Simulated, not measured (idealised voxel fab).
This is a process module. Its name is voxel self aligned vias.
We display cut, a cross-section 170 nm in width whose square cells are each 5 nm.
In this document a cross-section is written as a grid of square cells. It is given as a series of bands, listed from the top down, and a band is one or more rows of cells. The band entry comprises the height of the band's top followed by the height of its bottom, expressed in nm, and subsequently the band's materials from left to right, each stated together with its width in nm. Where a single material is marked with the word "throughout", that material fills the band from edge to edge. The word "air" represents empty space. A quick word on heights: they are counted from 0, and under that level the wafer as it came to us is one material throughout. The lowest band is different from the rest in having no bottom; it simply continues downward, written as in "from 0 down". A two-number width, for instance "30..40", indicates that the width is equal to the first number in the top row of the band and to the second number in the bottom row, and that it changes by a constant amount per row of cells. "remains unaltered" (step): cross-section cells unchanged, all of them. Empty spaces without an open route to the top, at least 8 cells in extent, make up the entry "Sealed void inventory"; each is given as width x height at distance, where the distance is measured from the left edge, and all are in nm. On each step's line, the part that comes after the settings is the simulator's own comment on the step. overlay nm: mask offset rightward from planned place, masked step; negative means leftward offset.

[The planned process steps are enumerated hereunder]
- 1: RECEIVE, material Si
- 2: CONFORMAL_DEP, material SiO2, thk nm 15
- 3: CONFORMAL_DEP, material SiCN, thk nm 5
- 4: DIRECTIONAL_DEP, material lowk, thk nm 30
- 5: DIRECTIONAL_DEP, material aC, thk nm 15
- 6: PATTERN, tone open, mask id LINES, material resist, width nm 30, pitch nm 60, thk nm 30, overlay nm 0
- 7: DIRECTIONAL_ETCH, etch materials aC, depth nm 15
- 8: STRIP, etch materials resist
- 9: DIRECTIONAL_ETCH, etch materials lowk, depth nm 30
- 10: STRIP, etch materials aC
- 11: CONFORMAL_DEP, material TiN, thk nm 5
- 12: FILL_DEP, material Ru, thk nm 5
- 13: CMP, height nm 50
- 14: SELECTIVE_ETCH, etch materials W Ru TiN, depth nm 5
- 15: FILL_DEP, material SiN, thk nm 5
- 16: CMP, height nm 50
- 17: DIRECTIONAL_DEP, material lowk, thk nm 20
- 18: DIRECTIONAL_DEP, material aC, thk nm 10
- 19: PATTERN, tone open, mask id VIAS, material resist, width nm 40, thk nm 25, overlay nm 0
- 20: DIRECTIONAL_ETCH, etch materials aC, depth nm 10
- 21: STRIP, etch materials resist
- 22: DIRECTIONAL_ETCH, etch materials lowk, depth nm 20
- 23: DIRECTIONAL_ETCH, etch materials SiN, depth nm 5
- 24: STRIP, etch materials aC
- 25: CONFORMAL_DEP, material TiN, thk nm 5
- 26: FILL_DEP, material W, thk nm 10
- 27: CMP, height nm 70
- 28: CONFORMAL_DEP, material SiN, thk nm 5

[As-received wafer cross-section (after step 1)]
> from 0 down: Si throughout
> Sealed void inventory: none

[Cross-section taken at module completion on the first of two wafers; processed per the plan]
> from 75 to 70: SiN throughout
> from 70 to 55: lowk (35)  TiN (5)  W (30)  TiN (5)  lowk (95)
> from 55 to 50: lowk (35)  TiN (10)  W (20)  TiN (10)  lowk (95)
> from 50 to 45: lowk (40)  TiN (30)  lowk (30)  SiN (30)  lowk (40)
> from 45 to 25: lowk (40)  TiN (5)  Ru (20)  TiN (5)  lowk (30)  TiN (5)  Ru (20)  TiN (5)  lowk (40)
> from 25 to 20: lowk (40)  TiN (30)  lowk (30)  TiN (30)  lowk (40)
> from 20 to 15: SiCN throughout
> from 15 to 0: SiO2 throughout
> from 0 down: Si throughout
> Sealed void inventory: none

[Wafer two cross-section, module end. Start and plan unchanged from wafer one; one mistake made during the run]
> from 75 to 70: SiN throughout
> from 70 to 55: lowk (35)  TiN (5)  W (30)  TiN (5)  lowk (95)
> from 55 to 50: lowk (35)  TiN (40)  lowk (95)
> from 50 to 45: SiCN throughout
> from 45 to 15: lowk throughout
> from 15 to 0: SiO2 throughout
> from 0 down: Si throughout
> Sealed void inventory: none
The mistake made against the process plan was this: the run placed steps 3 and 4 each in the position the plan gave to the other
The final cell counts differ between the wafers, with the second having more or fewer of some materials than the first: Ru -32 | SiN -6 | TiN -30 | W -4 | lowk +72
